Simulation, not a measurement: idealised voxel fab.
process module | voxel double patterning
cross-section cut | 180 nm wide | cells 5 nm
A cross-section is a grid of square cells, given in bands from the top down. A band is one or more rows of cells.
Each band's line starts with the height of the band's top and of its bottom, in nm. Then come its materials from left to right, each with its width in nm. One material with "throughout" fills the band from edge to edge. "air" is empty space.
Height 0 is the level under which the wafer as received is all one material. The lowest band goes on downwards, as in "0 down".
A width such as "30 to 40" changes by the same amount from each row of cells to the next, from the band's top row to its bottom row.
"no change" after a step means that no cell of the cross-section changed.
closed voids: empty space of 8 cells or more with no open way to the top, each as width x height at its distance from the left edge, in nm
after a step's settings: what the simulator itself notes on the step
overlay nm, on a step with a mask: how far to the right of its planned place the mask lay; to the left if negative
plan
1 op RECEIVE | material Si
2 op CONFORMAL_DEP | material SiO2 | thk nm 10
3 op DIRECTIONAL_DEP | material polySi | thk nm 10
4 op DIRECTIONAL_DEP | material SiCN | thk nm 5
5 op MASKED_ETCH | tone open | mask id FIRST | width nm 15 | pitch nm 50 | etch materials SiCN | depth nm 5 | overlay nm -15
6 op MASKED_ETCH | tone open | mask id SECOND | width nm 15 | etch materials SiCN | depth nm 5 | overlay nm 0
7 op DIRECTIONAL_ETCH | etch materials polySi | depth nm 10
8 op STRIP | etch materials SiCN
varied across the wafers: overlay nm of step 5. The plan shows the first wafer's value. All wafers start alike
first wafer as received, after step 1
  0 down: Si throughout
  closed voids: none
each wafer at the end: cells of each material gained (+) or lost (-) since it was received, then its closed voids
overlay nm -15 | +72 SiO2 | +56 polySi | closed voids: none
overlay nm -10 | +72 SiO2 | +54 polySi | closed voids: none
overlay nm -5 | +72 SiO2 | +54 polySi | closed voids: none
overlay nm 0 | +72 SiO2 | +54 polySi | closed voids: none
overlay nm 5 | +72 SiO2 | +54 polySi | closed voids: none
overlay nm 10 | +72 SiO2 | +54 polySi | closed voids: none
overlay nm 15 | +72 SiO2 | +56 polySi | closed voids: none
